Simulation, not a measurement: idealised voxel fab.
process module | voxel ribs on slabs
cross-section cut | 175 nm wide | cells 5 nm
A cross-section is a grid of square cells, given in bands from the top down. A band is one or more rows of cells.
Each band's line starts with the height of the band's top and of its bottom, in nm. Then come its materials from left to right, each with its width in nm. One material with "throughout" fills the band from edge to edge. "air" is empty space.
Height 0 is the level under which the wafer as received is all one material. The lowest band goes on downwards, as in "0 down".
A width such as "30 to 40" changes by the same amount from each row of cells to the next, from the band's top row to its bottom row.
"no change" after a step means that no cell of the cross-section changed.
closed voids: empty space of 8 cells or more with no open way to the top, each as width x height at its distance from the left edge, in nm
after a step's settings: what the simulator itself notes on the step
overlay nm, on a step with a mask: how far to the right of its planned place the mask lay; to the left if negative
plan
1 op RECEIVE | material Si
2 op DIRECTIONAL_DEP | material SiO2 | thk nm 20
3 op DIRECTIONAL_DEP | material polySi | thk nm 20
4 op PATTERN | tone cover | mask id RIB | material resist | width nm 20 | thk nm 20 | overlay nm 0
5 op DIRECTIONAL_ETCH | etch materials polySi | depth nm 10
6 op STRIP | etch materials resist
7 op MASKED_ETCH | tone cover | mask id SLAB | width nm 50 | etch materials polySi | depth nm 10 | overlay nm 0
8 op FILL_DEP | material SiO2 | thk nm 25
9 op CMP | height nm 60
10 op DIRECTIONAL_DEP | material TiN | thk nm 5
11 op MASKED_ETCH | tone cover | mask id HEATER | width nm 30 | etch materials TiN | depth nm 5 | overlay nm 0
12 op CONFORMAL_DEP | material SiN | thk nm 5
as received, after step 1
  0 down: Si throughout
  closed voids: none
a wafer at the end: this start, this plan, one mistake
  70 to 65: air 65 | SiN 40 | air 70
  65 to 60: SiN 70 | TiN 30 | SiN 75
  60 to 40: SiO2 throughout
  40 to 30: SiO2 60 | polySi 15 | SiO2 20 | polySi 15 | SiO2 65
  30 to 20: polySi throughout
  20 to 0: SiO2 throughout
  0 down: Si throughout
  closed voids: none
what went wrong: step 4 ran as: op PATTERN | tone open | mask id RIB | material resist | width nm 20 | thk nm 20 | overlay nm 0
